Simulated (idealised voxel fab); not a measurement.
process module | voxel lift off
cross-section cut | 190 nm wide | cells 5 nm
A cross-section is a grid of square cells, given in bands from the top down. A band is one or more rows of cells.
Each band's line starts with the height of the band's top and of its bottom, in nm. Then come its materials from left to right, each with its width in nm. One material with "throughout" fills the band from edge to edge. "air" is empty space.
Height 0 is the level under which the wafer as received is all one material. The lowest band goes on downwards, as in "0 down".
A width such as "30 to 40" changes by the same amount from each row of cells to the next, from the band's top row to its bottom row.
"no change" after a step means that no cell of the cross-section changed.
closed voids: empty space of 8 cells or more with no open way to the top, each as width x height at its distance from the left edge, in nm
after a step's settings: what the simulator itself notes on the step
overlay nm, on a step with a mask: how far to the right of its planned place the mask lay; to the left if negative
plan
1 op RECEIVE | material Si
2 op CONFORMAL_DEP | material SiN | thk nm 15
3 op PATTERN | tone open | mask id LINES | material resist | width nm 25 | pitch nm 55 | thk nm 20 | overlay nm 0
4 op DIRECTIONAL_DEP | material Ru | thk nm 5
5 op STRIP | etch materials resist
6 op CONFORMAL_DEP | material SiCN | thk nm 5
first wafer, as planned
as received, after step 1
  0 down: Si throughout
  closed voids: none
after step 2
  15 to 0: SiN throughout
  below 0: unchanged
after step 3
  35 to 15: resist 25 | air 25 | resist 30 | air 25 | resist 30 | air 25 | resist 30
  below 15: unchanged
after step 4
  40 to 35: Ru 25 | air 25 | Ru 30 | air 25 | Ru 30 | air 25 | Ru 30
  35 to 20: resist 25 | air 25 | resist 30 | air 25 | resist 30 | air 25 | resist 30
  20 to 15: resist 25 | Ru 25 | resist 30 | Ru 25 | resist 30 | Ru 25 | resist 30
  below 15: unchanged
after step 5
  20 to 15: air 25 | Ru 25 | air 30 | Ru 25 | air 30 | Ru 25 | air 30
  below 15: unchanged
after step 6
  25 to 20: air 20 | SiCN 35 | air 20 | SiCN 35 | air 20 | SiCN 35 | air 25
  20 to 15: SiCN 25 | Ru 25 | SiCN 30 | Ru 25 | SiCN 30 | Ru 25 | SiCN 30
  below 15: unchanged
second wafer: like start, like plan, one mistake. Through step 1 it matches the first wafer
when step 2 should have ended
  30 to 0: SiN throughout
  below 0: unchanged
when step 3 should have ended
  50 to 30: resist 25 | air 25 | resist 30 | air 25 | resist 30 | air 25 | resist 30
  below 30: unchanged
when step 4 should have ended
  55 to 50: Ru 25 | air 25 | Ru 30 | air 25 | Ru 30 | air 25 | Ru 30
  50 to 35: resist 25 | air 25 | resist 30 | air 25 | resist 30 | air 25 | resist 30
  35 to 30: resist 25 | Ru 25 | resist 30 | Ru 25 | resist 30 | Ru 25 | resist 30
  below 30: unchanged
when step 5 should have ended
  35 to 30: air 25 | Ru 25 | air 30 | Ru 25 | air 30 | Ru 25 | air 30
  below 30: unchanged
when step 6 should have ended
  40 to 35: air 20 | SiCN 35 | air 20 | SiCN 35 | air 20 | SiCN 35 | air 25
  35 to 30: SiCN 25 | Ru 25 | SiCN 30 | Ru 25 | SiCN 30 | Ru 25 | SiCN 30
  below 30: unchanged
what went wrong: step 2 was run twice
at the end the second wafer has, in cells: 114 more of SiN
